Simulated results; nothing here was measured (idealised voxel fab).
Herein follows the process module entitled voxel wiring stack.
Square cell edge 5 nm, section width 165 nm, ID cut.
If you're reading a cross-section in this doc, picture square cells in a grid; it comes to you as bands, top ones listed first down to the bottom, and a band can be one or more rows of cells. Read a band's entry like this: the first values are the height of its top and the height of its bottom in nm, and what follows is the sequence of materials from left to right, each with its width in nm. Note that "empty" is empty space, and that a single material marked "everywhere" reaches across the band from edge to edge. All heights in this document are referenced to 0, defined as the level beneath which the wafer, as received, consists entirely of one material. The lowest band is not bounded below; it extends indefinitely downward and is written in the form "0 -> down". Per-row width for "30 to 40": begins at first number (top row of band), ends at second number (bottom row), increment between rows held constant. No cell of the cross-section changed in a step that is given as "nothing changed". "Enclosed void catalog" means: voids of 8 cells or more that are shut off from the top with no open way through. Written width x height at distance, distance from the left edge, in nm. Past the settings on a step's line: simulator remark, on that step. The optional step-line setting "overlay nm" applies to steps with a mask and quantifies how far to the right of its planned location the mask lay, a negative value indicating leftward placement.
[Process steps foreseen in the plan]
- 1: RECEIVE: material Si
- 2: CONFORMAL_DEP: material SiO2, thk nm 10
- 3: CONFORMAL_DEP: material SiCN, thk nm 5
- 4: DIRECTIONAL_DEP: material lowk, thk nm 20
- 5: MASKED_ETCH: tone open, mask id METAL_1, width nm 20, pitch nm 35, etch materials lowk, depth nm 20, overlay nm 0
- 6: MASKED_ETCH: tone open, mask id METAL_1, width nm 20, pitch nm 35, etch materials SiCN, depth nm 5, overlay nm 0
- 7: CONFORMAL_DEP: material TiN, thk nm 5
- 8: FILL_DEP: material Ru, thk nm 10
- 9: CMP: height nm 35
- 10: CONFORMAL_DEP: material SiCN, thk nm 5
- 11: DIRECTIONAL_DEP: material SiO2, thk nm 35
- 12: MASKED_ETCH: tone open, mask id METAL_2, width nm 20, pitch nm 35, etch materials SiO2, depth nm 20, overlay nm 0
- 13: MASKED_ETCH: tone open, mask id METAL_2_HOLES, width nm 15, pitch nm 70, etch materials SiO2, depth nm 15, overlay nm 0
- 14: MASKED_ETCH: tone open, mask id METAL_2_HOLES, width nm 15, pitch nm 70, etch materials SiCN, depth nm 5, overlay nm 0
- 15: CONFORMAL_DEP: material TiN, thk nm 5
- 16: FILL_DEP: material Cu, thk nm 5
- 17: CMP: height nm 75
- 18: CONFORMAL_DEP: material SiCN, thk nm 5
[What follows covers the first of two wafers; it ran as planned]
[Cross-sectional view of the wafer in its as-received condition, corresponding to the state after step 1]
> 0 -> down  Si everywhere
> Enclosed void catalog: none
[Presented here is a cross-section of the wafer after step 2 has been performed]
> 10 -> 0  SiO2 everywhere
> All layers under 0 are left as they were.
[Presented here is a cross-section of the wafer after step 3 has been performed]
> 15 -> 10  SiCN everywhere
> All layers under 10 are left as they were.
[Presented here is a cross-section of the wafer after step 4 has been performed]
> 35 -> 15  lowk everywhere
> All layers under 15 are left as they were.
[Presented here is a cross-section of the wafer after step 5 has been performed]
> 35 -> 15  35 lowk, 20 empty, 15 lowk, 20 empty, 15 lowk, 20 empty, 40 lowk
> All layers under 15 are left as they were.
[Presented here is a cross-section of the wafer after step 6 has been performed]
> 35 -> 15  35 lowk, 20 empty, 15 lowk, 20 empty, 15 lowk, 20 empty, 40 lowk
> 15 -> 10  35 SiCN, 20 empty, 15 SiCN, 20 empty, 15 SiCN, 20 empty, 40 SiCN
> All layers under 10 are left as they were.
[Presented here is a cross-section of the wafer after step 7 has been performed]
> 40 -> 35  40 TiN, 10 empty, 25 TiN, 10 empty, 25 TiN, 10 empty, 45 TiN
> 35 -> 15  35 lowk, 5 TiN, 10 empty, 5 TiN, 15 lowk, 5 TiN, 10 empty, 5 TiN, 15 lowk, 5 TiN, 10 empty, 5 TiN, 40 lowk
> 15 -> 10  35 SiCN, 20 TiN, 15 SiCN, 20 TiN, 15 SiCN, 20 TiN, 40 SiCN
> All layers under 10 are left as they were.
[Presented here is a cross-section of the wafer after step 8 has been performed]
> 50 -> 40  Ru everywhere
> 40 -> 35  40 TiN, 10 Ru, 25 TiN, 10 Ru, 25 TiN, 10 Ru, 45 TiN
> 35 -> 15  35 lowk, 5 TiN, 10 Ru, 5 TiN, 15 lowk, 5 TiN, 10 Ru, 5 TiN, 15 lowk, 5 TiN, 10 Ru, 5 TiN, 40 lowk
> All layers under 15 are left as they were.
[Presented here is a cross-section of the wafer after step 9 has been performed]
> 35 -> 15  35 lowk, 5 TiN, 10 Ru, 5 TiN, 15 lowk, 5 TiN, 10 Ru, 5 TiN, 15 lowk, 5 TiN, 10 Ru, 5 TiN, 40 lowk
> All layers under 15 are left as they were.
[Presented here is a cross-section of the wafer after step 10 has been performed]
> 40 -> 35  SiCN everywhere
> All layers under 35 are left as they were.
[Presented here is a cross-section of the wafer after step 11 has been performed]
> 75 -> 40  SiO2 everywhere
> All layers under 40 are left as they were.
[Presented here is a cross-section of the wafer after step 12 has been performed]
> 75 -> 55  35 SiO2, 20 empty, 15 SiO2, 20 empty, 15 SiO2, 20 empty, 40 SiO2
> All layers under 55 are left as they were.
[Presented here is a cross-section of the wafer after step 13 has been performed]
> 75 -> 55  35 SiO2, 20 empty, 15 SiO2, 20 empty, 15 SiO2, 20 empty, 40 SiO2
> 55 -> 40  35 SiO2, 15 empty, 55 SiO2, 15 empty, 45 SiO2
> All layers under 40 are left as they were.
[Presented here is a cross-section of the wafer after step 14 has been performed]
> 75 -> 55  35 SiO2, 20 empty, 15 SiO2, 20 empty, 15 SiO2, 20 empty, 40 SiO2
> 55 -> 40  35 SiO2, 15 empty, 55 SiO2, 15 empty, 45 SiO2
> 40 -> 35  35 SiCN, 15 empty, 55 SiCN, 15 empty, 45 SiCN
> All layers under 35 are left as they were.
[Presented here is a cross-section of the wafer after step 15 has been performed]
> 80 -> 75  40 TiN, 10 empty, 25 TiN, 10 empty, 25 TiN, 10 empty, 45 TiN
> 75 -> 60  35 SiO2, 5 TiN, 10 empty, 5 TiN, 15 SiO2, 5 TiN, 10 empty, 5 TiN, 15 SiO2, 5 TiN, 10 empty, 5 TiN, 40 SiO2
> 60 -> 55  35 SiO2, 5 TiN, 5 empty, 10 TiN, 15 SiO2, 20 TiN, 15 SiO2, 5 TiN, 5 empty, 10 TiN, 40 SiO2
> 55 -> 40  35 SiO2, 5 TiN, 5 empty, 5 TiN, 55 SiO2, 5 TiN, 5 empty, 5 TiN, 45 SiO2
> 40 -> 35  35 SiCN, 15 TiN, 55 SiCN, 15 TiN, 45 SiCN
> All layers under 35 are left as they were.
[Presented here is a cross-section of the wafer after step 16 has been performed]
> 85 -> 80  Cu everywhere
> 80 -> 75  40 TiN, 10 Cu, 25 TiN, 10 Cu, 25 TiN, 10 Cu, 45 TiN
> 75 -> 60  35 SiO2, 5 TiN, 10 Cu, 5 TiN, 15 SiO2, 5 TiN, 10 Cu, 5 TiN, 15 SiO2, 5 TiN, 10 Cu, 5 TiN, 40 SiO2
> 60 -> 55  35 SiO2, 5 TiN, 5 Cu, 10 TiN, 15 SiO2, 20 TiN, 15 SiO2, 5 TiN, 5 Cu, 10 TiN, 40 SiO2
> 55 -> 40  35 SiO2, 5 TiN, 5 Cu, 5 TiN, 55 SiO2, 5 TiN, 5 Cu, 5 TiN, 45 SiO2
> All layers under 40 are left as they were.
[Presented here is a cross-section of the wafer after step 17 has been performed]
> 75 -> 60  35 SiO2, 5 TiN, 10 Cu, 5 TiN, 15 SiO2, 5 TiN, 10 Cu, 5 TiN, 15 SiO2, 5 TiN, 10 Cu, 5 TiN, 40 SiO2
> All layers under 60 are left as they were.
[Presented here is a cross-section of the wafer after step 18 has been performed]
> 80 -> 75  SiCN everywhere
> All layers under 75 are left as they were.
[Notes, second wafer: start = first wafer's, plan = first wafer's, execution had one mistake; history identical to first through step 10]
[What the second wafer looks like in cross-section when step 11 should have wrapped up]
> 70 -> 40  SiO2 everywhere
> All layers under 40 are left as they were.
[What the second wafer looks like in cross-section when step 12 should have wrapped up]
> 70 -> 50  35 SiO2, 20 empty, 15 SiO2, 20 empty, 15 SiO2, 20 empty, 40 SiO2
> All layers under 50 are left as they were.
[What the second wafer looks like in cross-section when step 13 should have wrapped up]
> 70 -> 50  35 SiO2, 20 empty, 15 SiO2, 20 empty, 15 SiO2, 20 empty, 40 SiO2
> 50 -> 40  35 SiO2, 15 empty, 55 SiO2, 15 empty, 45 SiO2
> All layers under 40 are left as they were.
[What the second wafer looks like in cross-section when step 14 should have wrapped up]
> 70 -> 50  35 SiO2, 20 empty, 15 SiO2, 20 empty, 15 SiO2, 20 empty, 40 SiO2
> 50 -> 40  35 SiO2, 15 empty, 55 SiO2, 15 empty, 45 SiO2
> 40 -> 35  35 SiCN, 15 empty, 55 SiCN, 15 empty, 45 SiCN
> All layers under 35 are left as they were.
[What the second wafer looks like in cross-section when step 15 should have wrapped up]
> 75 -> 70  40 TiN, 10 empty, 25 TiN, 10 empty, 25 TiN, 10 empty, 45 TiN
> 70 -> 55  35 SiO2, 5 TiN, 10 empty, 5 TiN, 15 SiO2, 5 TiN, 10 empty, 5 TiN, 15 SiO2, 5 TiN, 10 empty, 5 TiN, 40 SiO2
> 55 -> 50  35 SiO2, 5 TiN, 5 empty, 10 TiN, 15 SiO2, 20 TiN, 15 SiO2, 5 TiN, 5 empty, 10 TiN, 40 SiO2
> 50 -> 40  35 SiO2, 5 TiN, 5 empty, 5 TiN, 55 SiO2, 5 TiN, 5 empty, 5 TiN, 45 SiO2
> 40 -> 35  35 SiCN, 15 TiN, 55 SiCN, 15 TiN, 45 SiCN
> All layers under 35 are left as they were.
[What the second wafer looks like in cross-section when step 16 should have wrapped up]
> 80 -> 75  Cu everywhere
> 75 -> 70  40 TiN, 10 Cu, 25 TiN, 10 Cu, 25 TiN, 10 Cu, 45 TiN
> 70 -> 55  35 SiO2, 5 TiN, 10 Cu, 5 TiN, 15 SiO2, 5 TiN, 10 Cu, 5 TiN, 15 SiO2, 5 TiN, 10 Cu, 5 TiN, 40 SiO2
> 55 -> 50  35 SiO2, 5 TiN, 5 Cu, 10 TiN, 15 SiO2, 20 TiN, 15 SiO2, 5 TiN, 5 Cu, 10 TiN, 40 SiO2
> 50 -> 40  35 SiO2, 5 TiN, 5 Cu, 5 TiN, 55 SiO2, 5 TiN, 5 Cu, 5 TiN, 45 SiO2
> All layers under 40 are left as they were.
[What the second wafer looks like in cross-section when step 17 should have wrapped up]
> 75 -> 70  40 TiN, 10 Cu, 25 TiN, 10 Cu, 25 TiN, 10 Cu, 45 TiN
> All layers under 70 are left as they were.
[What the second wafer looks like in cross-section when step 18 should have wrapped up]
> 80 -> 75  SiCN everywhere
> All layers under 75 are left as they were.
What broke from the plan during processing? off-plan run, step 11, actual operation and settings DIRECTIONAL_DEP: material SiO2, thk nm 30
Final cells, second wafer relative to first, materials higher or lower: Cu +4; SiO2 -27; TiN +23
